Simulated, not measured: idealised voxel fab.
process module | voxel capacitor over wiring
cross-section cut | 160 nm wide | cells 5 nm
A cross-section is a grid of square cells, given in bands from the top down. A band is one or more rows of cells.
Each band's line starts with the height of the band's top and of its bottom, in nm. Then come its materials from left to right, each with its width in nm. One material with "throughout" fills the band from edge to edge. "air" is empty space.
Height 0 is the level under which the wafer as received is all one material. The lowest band goes on downwards, as in "0 down".
A width such as "30 to 40" changes by the same amount from each row of cells to the next, from the band's top row to its bottom row.
"no change" after a step means that no cell of the cross-section changed.
closed voids: empty space of 8 cells or more with no open way to the top, each as width x height at its distance from the left edge, in nm
after a step's settings: what the simulator itself notes on the step
overlay nm, on a step with a mask: how far to the right of its planned place the mask lay; to the left if negative
plan
1 op RECEIVE | material Si
2 op CONFORMAL_DEP | material SiO2 | thk nm 10
3 op DIRECTIONAL_DEP | material TiN | thk nm 5
4 op DIRECTIONAL_DEP | material Ru | thk nm 20
5 op DIRECTIONAL_DEP | material aC | thk nm 15
6 op PATTERN | tone cover | mask id METAL_1 | material resist | width nm 25 | pitch nm 75 | thk nm 35 | overlay nm 0
7 op DIRECTIONAL_ETCH | etch materials aC | depth nm 15
8 op STRIP | etch materials resist
9 op DIRECTIONAL_ETCH | etch materials Ru | depth nm 20
10 op DIRECTIONAL_ETCH | etch materials TiN | depth nm 5
11 op STRIP | etch materials aC
12 op FILL_DEP | material lowk | thk nm 5
13 op CMP | height nm 35
14 op CONFORMAL_DEP | material SiCN | thk nm 5
15 op DIRECTIONAL_DEP | material SiO2 | thk nm 10
16 op DIRECTIONAL_DEP | material aC | thk nm 10
17 op PATTERN | tone open | mask id PLUG_1 | material resist | width nm 15 | thk nm 30 | overlay nm -15
18 op DIRECTIONAL_ETCH | etch materials aC | depth nm 10
19 op STRIP | etch materials resist
20 op DIRECTIONAL_ETCH | etch materials SiO2 | depth nm 10
21 op DIRECTIONAL_ETCH | etch materials SiCN | depth nm 5
22 op STRIP | etch materials aC
23 op CONFORMAL_DEP | material TiN | thk nm 5
24 op FILL_DEP | material Ru | thk nm 5
25 op CMP | height nm 50
26 op DIRECTIONAL_DEP | material TiN | thk nm 10
27 op DIRECTIONAL_DEP | material HfO2 | thk nm 5
28 op DIRECTIONAL_DEP | material TiN | thk nm 10
29 op MASKED_ETCH | tone cover | mask id UPPER_PLATE | width nm 55 | etch materials TiN | depth nm 10 | overlay nm 0
30 op MASKED_ETCH | tone cover | mask id UPPER_PLATE | width nm 55 | etch materials HfO2 | depth nm 5 | overlay nm 0
31 op PATTERN | tone cover | mask id LOWER_PLATE | material resist | width nm 65 | thk nm 20 | overlay nm 0
32 op DIRECTIONAL_ETCH | etch materials TiN | depth nm 10
33 op STRIP | etch materials resist
34 op FILL_DEP | material SiO2 | thk nm 20
35 op CMP | height nm 90
36 op PATTERN | tone open | mask id PLUG_2 | material resist | width nm 15 | thk nm 20 | overlay nm 0
37 op DIRECTIONAL_ETCH | etch materials SiO2 | depth nm 15
38 op STRIP | etch materials resist
39 op CONFORMAL_DEP | material TiN | thk nm 5
40 op FILL_DEP | material W | thk nm 5
41 op CMP | height nm 90
42 op CONFORMAL_DEP | material SiN | thk nm 5
varied across the wafers: overlay nm of step 17. The plan shows the first wafer's value. All wafers start alike
first wafer as received, after step 1
  0 down: Si throughout
  closed voids: none
first wafer at the end, after step 42
  95 to 90: SiN throughout
  90 to 80: SiO2 50 | TiN 5 | W 5 | TiN 5 | SiO2 95
  80 to 75: SiO2 50 | TiN 15 | SiO2 95
  75 to 65: SiO2 40 | TiN 55 | SiO2 65
  65 to 60: SiO2 40 | HfO2 55 | SiO2 65
  60 to 50: SiO2 35 | TiN 65 | SiO2 60
  50 to 40: SiO2 25 | TiN 5 | Ru 5 | TiN 5 | SiO2 120
  40 to 35: SiCN 25 | TiN 15 | SiCN 120
  35 to 15: lowk 30 | Ru 25 | lowk 50 | Ru 25 | lowk 30
  15 to 10: lowk 30 | TiN 25 | lowk 50 | TiN 25 | lowk 30
  10 to 0: SiO2 throughout
  0 down: Si throughout
  closed voids: none
last wafer at the end
  95 to 90: SiN throughout
  90 to 80: SiO2 50 | TiN 5 | W 5 | TiN 5 | SiO2 95
  80 to 75: SiO2 50 | TiN 15 | SiO2 95
  75 to 65: SiO2 40 | TiN 55 | SiO2 65
  65 to 60: SiO2 40 | HfO2 55 | SiO2 65
  60 to 50: SiO2 35 | TiN 65 | SiO2 60
  50 to 40: SiO2 55 | TiN 5 | Ru 5 | TiN 5 | SiO2 90
  40 to 35: SiCN 55 | TiN 15 | SiCN 90
  35 to 15: lowk 30 | Ru 25 | lowk 50 | Ru 25 | lowk 30
  15 to 10: lowk 30 | TiN 25 | lowk 50 | TiN 25 | lowk 30
  10 to 0: SiO2 throughout
  0 down: Si throughout
  closed voids: none
each wafer at the end: cells of each material gained (+) or lost (-) since it was received, then its closed voids
overlay nm -15 | +11 HfO2 | +42 Ru | +29 SiCN | +32 SiN | +310 SiO2 | +72 TiN | +2 W | +110 lowk | closed voids: none
overlay nm -10 | +11 HfO2 | +42 Ru | +29 SiCN | +32 SiN | +310 SiO2 | +72 TiN | +2 W | +110 lowk | closed voids: none
overlay nm -5 | +11 HfO2 | +42 Ru | +29 SiCN | +32 SiN | +310 SiO2 | +72 TiN | +2 W | +110 lowk | closed voids: none
overlay nm 0 | +11 HfO2 | +42 Ru | +29 SiCN | +32 SiN | +310 SiO2 | +72 TiN | +2 W | +110 lowk | closed voids: none
overlay nm 5 | +11 HfO2 | +42 Ru | +29 SiCN | +32 SiN | +310 SiO2 | +72 TiN | +2 W | +110 lowk | closed voids: none
overlay nm 10 | +11 HfO2 | +42 Ru | +29 SiCN | +32 SiN | +310 SiO2 | +72 TiN | +2 W | +110 lowk | closed voids: none
overlay nm 15 | +11 HfO2 | +42 Ru | +29 SiCN | +32 SiN | +310 SiO2 | +72 TiN | +2 W | +110 lowk | closed voids: none
